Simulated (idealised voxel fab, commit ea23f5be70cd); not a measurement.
Process module heading - voxel self aligned vias
Cross-section cut spans 270 nm and uses square cells 5 nm in size.
If you're reading a cross-section in this doc, picture square cells in a grid; it comes to you as bands, top ones listed first down to the bottom, and a band can be one or more rows of cells. Basically the band line says how high the top is and how high the bottom is, in nm, and then what's in it from left to right, every material with its width in nm. Empty space shows up as "empty", and if a single material carries "everywhere" it runs the full band edge to edge. Heights are expressed relative to 0, this being the level below which the as-received wafer comprises one material exclusively. The lowest band is unbounded in the downward direction and is denoted as in "0..down". Per-row width for "30 to 40": begins at first number (top row of band), ends at second number (bottom row), increment between rows held constant. Any step labelled "nothing altered" changed none of the cells in the cross-section. Closed-off voids of 8+ cells (no open route to the top) go in "Fully sealed cavities", written width x height at distance from the left edge, in nm. Whatever follows a step's settings on its line is a remark the simulator itself makes about that step. What "overlay nm" on a step's line means: if the step has a mask, that mask lay this far to the right of its planned place, or, when the value is negative, to the left.
-- Below is the list of planned process steps
1 RECEIVE (material Si)
2 CONFORMAL_DEP (material SiO2; thk nm 15)
3 CONFORMAL_DEP (material SiCN; thk nm 5)
4 DIRECTIONAL_DEP (material SiO2; thk nm 30)
5 PATTERN (tone open; mask id LINES; material resist; width nm 25; pitch nm 50; thk nm 15; overlay nm 0)
6 DIRECTIONAL_ETCH (etch materials SiO2; depth nm 30)
7 STRIP (etch materials resist)
8 CONFORMAL_DEP (material TiN; thk nm 5)
9 FILL_DEP (material Ru; thk nm 10)
10 CMP (height nm 50)
11 SELECTIVE_ETCH (etch materials W Ru TiN; depth nm 5)
12 FILL_DEP (material SiN; thk nm 5)
13 CMP (height nm 50)
14 DIRECTIONAL_DEP (material SiO2; thk nm 20)
15 MASKED_ETCH (tone open; mask id VIAS; width nm 35; pitch nm 100; etch materials SiO2; depth nm 20; overlay nm 0)
16 MASKED_ETCH (tone open; mask id VIAS; width nm 35; pitch nm 100; etch materials SiN; depth nm 5; overlay nm 0)
17 CONFORMAL_DEP (material TiN; thk nm 5)
18 FILL_DEP (material Cu; thk nm 5)
19 CMP (height nm 70)
20 CONFORMAL_DEP (material SiN; thk nm 5)
-- Wafer cross-section on receipt, i.e. after step 1
    0..down | Si everywhere
    Fully sealed cavities: none
-- End-of-module cross-section. Starting structure and process plan as above; one mistake made in running it
    75..70 | SiN everywhere
    70..55 | SiO2 70, then TiN 5, then Cu 20, then TiN 5, then SiO2 70, then TiN 5, then Cu 20, then TiN 5, then SiO2 70
    55..50 | SiO2 70, then TiN 5, then Cu 15, then TiN 10, then SiO2 70, then TiN 5, then Cu 15, then TiN 10, then SiO2 70
    50..45 | SiO2 70, then TiN 25, then SiO2 25, then SiN 25, then SiO2 25, then TiN 25, then SiO2 75
    45..25 | SiO2 70, then TiN 5, then Ru 15, then TiN 5, then SiO2 25, then TiN 5, then Ru 15, then TiN 5, then SiO2 25, then TiN 5, then Ru 15, then TiN 5, then SiO2 75
    25..20 | SiO2 70, then TiN 25, then SiO2 25, then TiN 25, then SiO2 25, then TiN 25, then SiO2 75
    20..15 | SiCN everywhere
    15..0 | SiO2 everywhere
    0..down | Si everywhere
    Fully sealed cavities: none
Heads up, the wafer didn't run the way we planned it: step 15 was run on a setting that differed from the plan, and what really ran there is MASKED_ETCH (tone open; mask id VIAS; width nm 30; pitch nm 100; etch materials SiO2; depth nm 20; overlay nm 0)
